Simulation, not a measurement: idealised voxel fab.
process module | voxel tone inversion
The cross-section on display is named cut; it measures 170 nm wide, and its cells are 5 nm squares.
Cross-section layout: square cells on a grid; listed as bands, top to bottom; a band spans one or more cell rows.
Band entry format. Leading values: height of top, height of bottom, nm. Remainder: materials in left-to-right order, each with its width in nm. Special words: "all across" on a single material, which then fills the band edge to edge; "empty", empty space.
The level at which height equals 0 is the one under which the wafer, as it arrives, is entirely one material. No lower edge exists for the bottom band, which continues downward and is notated as in "z 0 and below".
With a width like "30->40", each row of cells in the band differs from the next by the same amount, the top row carrying the first number and the bottom row the second.
You'll sometimes find "no modification" written for a step, and that's the way of saying that nowhere in the cross-section did a cell change during that step.
Reported under the label "Cavities, closed" are the empty spaces having no open way to the top and comprising 8 cells or more; the notation for each is width x height at distance, in which the distance is measured from the left edge and all three values are in nm.
Anything after a step's settings on that line? It's the simulator's own note about the step.
The "overlay nm" setting may appear on a step's line; for a step that uses a mask, it gives how far to the right of its planned position the mask lay, and a negative value indicates the left.

[The planned process steps are enumerated hereunder]
1,RECEIVE, material Si
2,CONFORMAL_DEP, material SiN, thk nm 5
3,DIRECTIONAL_DEP, material aC, thk nm 25
4,PATTERN, tone cover, mask id POSTS, material resist, width nm 15, pitch nm 40, thk nm 35, overlay nm 0
5,DIRECTIONAL_ETCH, etch materials aC, depth nm 25
6,STRIP, etch materials resist
7,FILL_DEP, material SiO2, thk nm 5
8,CMP, height nm 30
9,STRIP, etch materials aC

[As received (post step 1): cross-section]
	z 0 and below: Si all across
	Cavities, closed: none

[Final wafer profile in cross-section after the module, from the same start and plan as above, with one mistake made during processing]
	z 30 to 25: SiO2 all across
	z 25 to 0: 15 of SiO2; 15 of aC; 25 of SiO2; 15 of aC; 25 of SiO2; 15 of aC; 25 of SiO2; 15 of aC; 20 of SiO2
	z 0 and below: Si all across
	Cavities, closed: none
Deviation noted in wafer processing: step 2 of the plan was excluded from execution and never run
